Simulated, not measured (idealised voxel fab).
The name of this process module is voxel transistor to metal.
Square cells of 5 nm make up the cross-section cut, whose width is 275 nm.
Throughout this document, each cross-section is represented as a grid of square cells and is presented as a sequence of bands enumerated from the top downward, where a band comprises one or more rows of cells.
For a band, the entry starts with two heights in nm, that of the top and then that of the bottom, and carries on with the band's materials in order from left to right, each alongside its width in nm; the word "throughout" beside a single material means it fills the band edge to edge, and "blank" means empty space.
Height reference: 0 = level under which incoming wafer is all one material. Lowest band: no bottom, runs on downward, e.g. "top 0, no bottom".
So if you see something like "30..40" for the width, read it as the top row of the band sitting at the first number and the bottom row at the second, with every row in between moving by the same amount as the last.
Step note "nothing different" = no cross-section cell changed.
"Closed internal voids" specifies each empty space that is not open to the top and that occupies no fewer than 8 cells, using the form width x height at distance, the distance measured from the left edge and all three quantities in nm.
Anything after a step's settings on that line? It's the simulator's own note about the step.
You can add "overlay nm" to a step's line. For a step with a mask, it describes how far the mask lay to the right of its planned position, and a negative number describes a lay to the left.
Listed below are the process steps as planned:
1) RECEIVE,material Si
2) CONFORMAL_DEP,material SiO2,thk nm 5
3) CONFORMAL_DEP,material SiN,thk nm 10
4) PATTERN,tone cover,mask id ACTIVE,material resist,width nm 105,pitch nm 125,thk nm 15,overlay nm 0
5) DIRECTIONAL_ETCH,etch materials SiN,depth nm 10
6) DIRECTIONAL_ETCH,etch materials SiO2,depth nm 5
7) DIRECTIONAL_ETCH,etch materials Si,depth nm 25
8) STRIP,etch materials resist
9) OXIDIZE,depth nm 5
10) FILL_DEP,material SiO2,thk nm 10
11) CMP,height nm 15
12) SELECTIVE_ETCH,etch materials SiO2,depth nm 10
13) STRIP,etch materials SiN
14) SELECTIVE_ETCH,etch materials SiO2,depth nm 5
15) OXIDIZE,depth nm 5
16) DIRECTIONAL_DEP,material polySi,thk nm 30
17) DIRECTIONAL_DEP,material SiCN,thk nm 10
18) MASKED_ETCH,tone cover,mask id GATE,width nm 25,pitch nm 125,etch materials SiCN,depth nm 20,overlay nm 0
19) MASKED_ETCH,tone cover,mask id GATE,width nm 25,pitch nm 125,etch materials polySi,depth nm 40,overlay nm 0
20) CONFORMAL_DEP,material SiO2,thk nm 5
21) DIRECTIONAL_ETCH,etch materials SiO2,depth nm 5
22) CONFORMAL_DEP,material SiN,thk nm 5
23) DIRECTIONAL_ETCH,etch materials SiN,depth nm 5
24) DIRECTIONAL_ETCH,etch materials SiO2,depth nm 5
25) DIRECTIONAL_ETCH,etch materials Si,depth nm 15
26) EPI,material SiGe,thk nm 20
27) FILL_DEP,material SiO2,thk nm 5
28) CMP,height nm 30
29) STRIP,etch materials polySi
30) SELECTIVE_ETCH,etch materials SiO2,depth nm 5
31) CONFORMAL_DEP,material HfO2,thk nm 5
32) CONFORMAL_DEP,material TiN,thk nm 5
33) FILL_DEP,material W,thk nm 5
34) CMP,height nm 25
35) DIRECTIONAL_DEP,material SiO2,thk nm 10
36) PATTERN,tone open,mask id CONTACT,material resist,width nm 20,thk nm 20,overlay nm 0
37) DIRECTIONAL_ETCH,etch materials SiO2,depth nm 35
38) STRIP,etch materials resist
39) CONFORMAL_DEP,material TiN,thk nm 5
40) FILL_DEP,material Ru,thk nm 10
41) CMP,height nm 35
42) DIRECTIONAL_DEP,material TiN,thk nm 5
43) DIRECTIONAL_DEP,material Ru,thk nm 25
44) DIRECTIONAL_DEP,material aC,thk nm 10
45) PATTERN,tone cover,mask id METAL_1,material resist,width nm 20,thk nm 30,overlay nm 0
46) DIRECTIONAL_ETCH,etch materials aC,depth nm 10
47) STRIP,etch materials resist
48) DIRECTIONAL_ETCH,etch materials Ru,depth nm 25
49) DIRECTIONAL_ETCH,etch materials TiN,depth nm 5
50) STRIP,etch materials aC
51) CONFORMAL_DEP,material SiN,thk nm 5
52) FILL_DEP,material lowk,thk nm 10
53) CMP,height nm 65
54) CONFORMAL_DEP,material SiCN,thk nm 5
Cross-section of the wafer at receipt, which is the condition after step 1:
	top 0, no bottom  Si throughout
	Closed internal voids: none
Final cross-section, module run with one mistake (start and plan as above):
	top 70, bottom 65  SiCN throughout
	top 65, bottom 40  lowk 20 nm / SiN 5 nm / Ru 20 nm / SiN 5 nm / lowk 45 nm / SiN 5 nm / Ru 20 nm / SiN 5 nm / lowk 20 nm / SiN 5 nm / Ru 20 nm / SiN 5 nm / lowk 45 nm / SiN 5 nm / Ru 20 nm / SiN 5 nm / lowk 25 nm
	top 40, bottom 35  SiN 25 nm / TiN 20 nm / SiN 55 nm / TiN 20 nm / SiN 30 nm / TiN 20 nm / SiN 55 nm / TiN 20 nm / SiN 30 nm
	top 35, bottom 25  SiO2 25 nm / TiN 5 nm / Ru 10 nm / TiN 5 nm / SiO2 55 nm / TiN 5 nm / Ru 10 nm / TiN 5 nm / SiO2 30 nm / TiN 5 nm / Ru 10 nm / TiN 5 nm / SiO2 55 nm / TiN 5 nm / Ru 10 nm / TiN 5 nm / SiO2 30 nm
	top 25, bottom 20  SiO2 25 nm / TiN 5 nm / Ru 10 nm / TiN 5 nm / SiO2 5 nm / SiN 5 nm / HfO2 5 nm / TiN 5 nm / W 15 nm / TiN 5 nm / HfO2 5 nm / SiN 5 nm / SiO2 5 nm / TiN 5 nm / Ru 10 nm / TiN 5 nm / SiO2 30 nm / TiN 5 nm / Ru 10 nm / TiN 5 nm / SiO2 5 nm / SiN 5 nm / HfO2 5 nm / TiN 5 nm / W 15 nm / TiN 5 nm / HfO2 5 nm / SiN 5 nm / SiO2 5 nm / TiN 5 nm / Ru 10 nm / TiN 5 nm / SiO2 30 nm
	top 20, bottom 15  SiO2 25 nm / TiN 20 nm / SiO2 5 nm / SiN 5 nm / HfO2 5 nm / TiN 5 nm / W 15 nm / TiN 5 nm / HfO2 5 nm / SiN 5 nm / SiO2 5 nm / TiN 20 nm / SiO2 30 nm / TiN 20 nm / SiO2 5 nm / SiN 5 nm / HfO2 5 nm / TiN 5 nm / W 15 nm / TiN 5 nm / HfO2 5 nm / SiN 5 nm / SiO2 5 nm / TiN 20 nm / SiO2 30 nm
	top 15, bottom 5  SiO2 25 nm / TiN 5 nm / SiGe 20 nm / SiN 5 nm / HfO2 5 nm / TiN 5 nm / W 15 nm / TiN 5 nm / HfO2 5 nm / SiN 5 nm / SiGe 20 nm / TiN 5 nm / SiO2 30 nm / TiN 5 nm / SiGe 20 nm / SiN 5 nm / HfO2 5 nm / TiN 5 nm / W 15 nm / TiN 5 nm / HfO2 5 nm / SiN 5 nm / SiGe 20 nm / TiN 5 nm / SiO2 30 nm
	top 5, bottom 0  SiO2 25 nm / TiN 5 nm / SiGe 20 nm / SiN 5 nm / HfO2 5 nm / TiN 25 nm / HfO2 5 nm / SiN 5 nm / SiGe 20 nm / TiN 5 nm / SiO2 30 nm / TiN 5 nm / SiGe 20 nm / SiN 5 nm / HfO2 5 nm / TiN 25 nm / HfO2 5 nm / SiN 5 nm / SiGe 20 nm / TiN 5 nm / SiO2 30 nm
	top 0, bottom -5  SiO2 20 nm / SiGe 30 nm / SiO2 5 nm / HfO2 35 nm / SiO2 5 nm / SiGe 30 nm / SiO2 20 nm / SiGe 30 nm / SiO2 5 nm / HfO2 35 nm / SiO2 5 nm / SiGe 30 nm / SiO2 25 nm
	top -5, bottom -20  SiO2 25 nm / SiGe 25 nm / Si 45 nm / SiGe 25 nm / SiO2 30 nm / SiGe 25 nm / Si 45 nm / SiGe 25 nm / SiO2 30 nm
	top -20, bottom -55  SiO2 25 nm / Si 95 nm / SiO2 30 nm / Si 95 nm / SiO2 30 nm
	top -55, no bottom  Si throughout
	Closed internal voids: none
Run error: twice over, step 7 of the plan was run
